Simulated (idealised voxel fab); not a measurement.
This is a process module. Its name is voxel spacer lines.
220 nm wide, 5 nm square cells: that's cross-section cut.
Notation: cross-section as square-cell grid; stated in bands, top first, going down; one or more cell rows per band. Read a band's entry like this: the first values are the height of its top and the height of its bottom in nm, and what follows is the sequence of materials from left to right, each with its width in nm. Note that "empty" is empty space, and that a single material marked "full width" reaches across the band from edge to edge. It should be noted that heights are counted from 0, beneath which the wafer as supplied is of one material throughout, and that the lowest band possesses no lower boundary but continues downward, as written in "0 nm and below". The notation "30->40" denotes a width that varies across the rows of cells in the band, beginning at the first number in the top row, finishing at the second number in the bottom row, and changing by an identical amount from each row to the next. When a step is marked "identical to before", none of the cells in the cross-section changed during that step. Enclosed voids (no open way to top), threshold 8 cells or more, entry "Closed void listing", notation width x height at distance, distance from left edge, nm. Where a step's line continues beyond its settings, the continuation is a remark by the simulator itself on that step. overlay nm: for a step with a mask, the amount by which the mask lay right of where it was planned; a negative amount means left of it.

LIST OF PLANNED PROCESS STEPS
1,RECEIVE, material Si
2,CONFORMAL_DEP, material Al2O3, thk nm 5
3,DIRECTIONAL_DEP, material TiN, thk nm 20
4,DIRECTIONAL_DEP, material aC, thk nm 30
5,PATTERN, tone cover, mask id MANDREL, material resist, width nm 20, pitch nm 70, thk nm 40, overlay nm 0
6,DIRECTIONAL_ETCH, etch materials aC, depth nm 30
7,STRIP, etch materials resist
8,CONFORMAL_DEP, material SiN, thk nm 15
9,DIRECTIONAL_ETCH, etch materials SiN, depth nm 15
10,STRIP, etch materials aC
11,DIRECTIONAL_ETCH, etch materials TiN, depth nm 20
12,STRIP, etch materials SiN

CROSS-SECTION, INCOMING MATERIAL, AFTER STEP 1
  0 nm and below  Si full width
  Closed void listing: none

CROSS-SECTION TAKEN AT MODULE COMPLETION ON THE FIRST OF TWO WAFERS; PROCESSED PER THE PLAN
  25 nm to 5 nm  empty 15 | TiN 15 | empty 20 | TiN 15 | empty 20 | TiN 15 | empty 20 | TiN 15 | empty 20 | TiN 15 | empty 20 | TiN 15 | empty 15
  5 nm to 0 nm  Al2O3 full width
  0 nm and below  Si full width
  Closed void listing: none

CROSS-SECTION, WAFER TWO OF TWO, END OF MODULE: SAME START AND PLAN AS WAFER ONE, ONE ERROR IN EXECUTION
  25 nm to 5 nm  empty 15 | TiN 50 | empty 20 | TiN 50 | empty 20 | TiN 50 | empty 15
  5 nm to 0 nm  Al2O3 full width
  0 nm and below  Si full width
  Closed void listing: none
Run error: deviation from plan: step 11 and step 10 executed in one another's positions
Final tally in cells, some materials are higher or lower on the second wafer than on the first: TiN +48
